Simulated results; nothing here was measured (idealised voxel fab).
The process module presented herein is designated voxel lift off.
It is cross-section cut that appears here, measuring 220 nm in width, its square cells being 5 nm in size.
A cross-section in this document is a grid of square cells, and it is written down as bands, the top band listed before the ones below it; a band is made up of one or more rows of cells.
A band entry consists of two parts. The first gives the height of the band's top and the height of its bottom, in nm. The rest lists the band's materials from left to right, each with its width in nm. A single material labelled with the word "throughout" fills the band from edge to edge, and the word "air" marks empty space.
A quick word on heights: they are counted from 0, and under that level the wafer as it came to us is one material throughout. The lowest band is different from the rest in having no bottom; it simply continues downward, written as in "0 and below".
A width given as "30->40" starts at the first number in the band's top row and ends at the second number in its bottom row, shifting by an equal amount at every step from row to row.
Take "same as before" at face value: in the step it is given for, the cross-section changed in none of its cells.
The label "Closed internal cavities" introduces a list of the empty spaces, 8 cells or larger, that have no open way up to the top; each entry in it reads width x height at distance, where the distance is taken from the left edge and all three are stated in nm.
What comes after the settings on a step's line is commentary from the simulator itself on that step.
The optional step-line setting "overlay nm" applies to steps with a mask and quantifies how far to the right of its planned location the mask lay, a negative value indicating leftward placement.
Process steps - plan:
step 1: op RECEIVE | material Si
step 2: op CONFORMAL_DEP | material SiN | thk nm 15
step 3: op PATTERN | tone open | mask id LINES | material resist | width nm 25 | pitch nm 40 | thk nm 20 | overlay nm 0
step 4: op DIRECTIONAL_DEP | material Ru | thk nm 5
step 5: op STRIP | etch materials resist
step 6: op CONFORMAL_DEP | material SiN | thk nm 5
First of the two wafers, run per plan:
Delivered wafer in cross-section: state after step 1:
	0 and below: Si throughout
	Closed internal cavities: none
Wafer after step 2 (cross-section):
	15 down to 0: SiN throughout
	Below 0 it's all the same as before, nothing changed down there.
Wafer after step 3 (cross-section):
	35 down to 15: resist 55 nm / air 25 nm / resist 15 nm / air 25 nm / resist 15 nm / air 25 nm / resist 60 nm
	Below 15 it's all the same as before, nothing changed down there.
Wafer after step 4 (cross-section):
	40 down to 35: Ru 55 nm / air 25 nm / Ru 15 nm / air 25 nm / Ru 15 nm / air 25 nm / Ru 60 nm
	35 down to 20: resist 55 nm / air 25 nm / resist 15 nm / air 25 nm / resist 15 nm / air 25 nm / resist 60 nm
	20 down to 15: resist 55 nm / Ru 25 nm / resist 15 nm / Ru 25 nm / resist 15 nm / Ru 25 nm / resist 60 nm
	Below 15 it's all the same as before, nothing changed down there.
Wafer after step 5 (cross-section):
	20 down to 15: air 55 nm / Ru 25 nm / air 15 nm / Ru 25 nm / air 15 nm / Ru 25 nm / air 60 nm
	Below 15 it's all the same as before, nothing changed down there.
Wafer after step 6 (cross-section):
	25 down to 20: air 50 nm / SiN 35 nm / air 5 nm / SiN 35 nm / air 5 nm / SiN 35 nm / air 55 nm
	20 down to 15: SiN 55 nm / Ru 25 nm / SiN 15 nm / Ru 25 nm / SiN 15 nm / Ru 25 nm / SiN 60 nm
	Below 15 it's all the same as before, nothing changed down there.
Companion wafer, the second of two: same beginning, same intended sequence, one mistake in carrying it out; through step 5 inclusive it tracks the first exactly:
Second wafer at the planned finish of step 6, seen in cross-section: same as before
Deviation noted in wafer processing: execution of step 6 of the plan did not take place, the step having been omitted
End of process, cell counts, second wafer against first, materials with more or fewer: 50 fewer of SiN
